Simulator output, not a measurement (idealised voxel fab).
The following process module bears the name voxel ribs on slabs.
This is section cut - it's 200 nm across, gridded in 5 nm square cells.
Heads up, the way a cross-section reads in here is a grid of square cells, handed over as bands from the top down, with every band being one or more rows of cells. Basically the band line says how high the top is and how high the bottom is, in nm, and then what's in it from left to right, every material with its width in nm. Empty space shows up as "blank", and if a single material carries "everywhere" it runs the full band edge to edge. We count height from 0. Below that, the starting wafer is all one material. The lowest band never ends at the bottom but goes on down; see "0 and below" for how that is written. Per-row width for "30->40": begins at first number (top row of band), ends at second number (bottom row), increment between rows held constant. A step reported as "remains unaltered" is a step in which no cell of the cross-section changed. "Enclosed void listing" specifies each empty space that is not open to the top and that occupies no fewer than 8 cells, using the form width x height at distance, the distance measured from the left edge and all three quantities in nm. Read whatever lies past the settings on a step's line as the simulator's own remark about the step. Regarding "overlay nm": on a step with a mask, it is the distance the mask lay to the right of its planned place; a negative value places it to the left.
-- So here's the lineup of process steps we planned
- 1: RECEIVE with material Si
- 2: DIRECTIONAL_DEP with material SiO2, thk nm 30
- 3: DIRECTIONAL_DEP with material polySi, thk nm 15
- 4: PATTERN with tone cover, mask id RIB, material resist, width nm 30, thk nm 20, overlay nm 0
- 5: DIRECTIONAL_ETCH with etch materials polySi, depth nm 10
- 6: STRIP with etch materials resist
- 7: MASKED_ETCH with tone cover, mask id SLAB, width nm 80, etch materials polySi, depth nm 5, overlay nm 0
- 8: FILL_DEP with material SiO2, thk nm 30
- 9: CMP with height nm 65
- 10: DIRECTIONAL_DEP with material TiN, thk nm 10
- 11: DIRECTIONAL_DEP with material aC, thk nm 15
- 12: PATTERN with tone cover, mask id HEATER, material resist, width nm 40, thk nm 30, overlay nm 0
- 13: DIRECTIONAL_ETCH with etch materials aC, depth nm 15
- 14: STRIP with etch materials resist
- 15: DIRECTIONAL_ETCH with etch materials TiN, depth nm 10
- 16: STRIP with etch materials aC
- 17: CONFORMAL_DEP with material SiO2, thk nm 10
-- Cross-sectional view of the wafer in its as-received condition, corresponding to the state after step 1
> 0 and below | Si everywhere
> Enclosed void listing: none
-- Wafer cross-section at module end: first of two, run to plan
> 85 down to 75 | blank 70 nm / SiO2 60 nm / blank 70 nm
> 75 down to 65 | SiO2 80 nm / TiN 40 nm / SiO2 80 nm
> 65 down to 45 | SiO2 everywhere
> 45 down to 35 | SiO2 85 nm / polySi 30 nm / SiO2 85 nm
> 35 down to 30 | SiO2 60 nm / polySi 80 nm / SiO2 60 nm
> 30 down to 0 | SiO2 everywhere
> 0 and below | Si everywhere
> Enclosed void listing: none
-- This cross-section belongs to the second wafer of two at the end of the module; the start and the plan were shared with the first, and the run included one mistake
> 85 down to 75 | blank 70 nm / SiO2 60 nm / blank 70 nm
> 75 down to 65 | SiO2 80 nm / TiN 40 nm / SiO2 80 nm
> 65 down to 35 | SiO2 everywhere
> 35 down to 25 | SiO2 85 nm / polySi 30 nm / SiO2 85 nm
> 25 down to 20 | SiO2 60 nm / polySi 80 nm / SiO2 60 nm
> 20 down to 0 | SiO2 everywhere
> 0 and below | Si everywhere
> Enclosed void listing: none
Short version of what went wrong: step 2 changed vs plan, executed as DIRECTIONAL_DEP with material SiO2, thk nm 20
Final state: per-material cell counts identical on both wafers; locations differ.
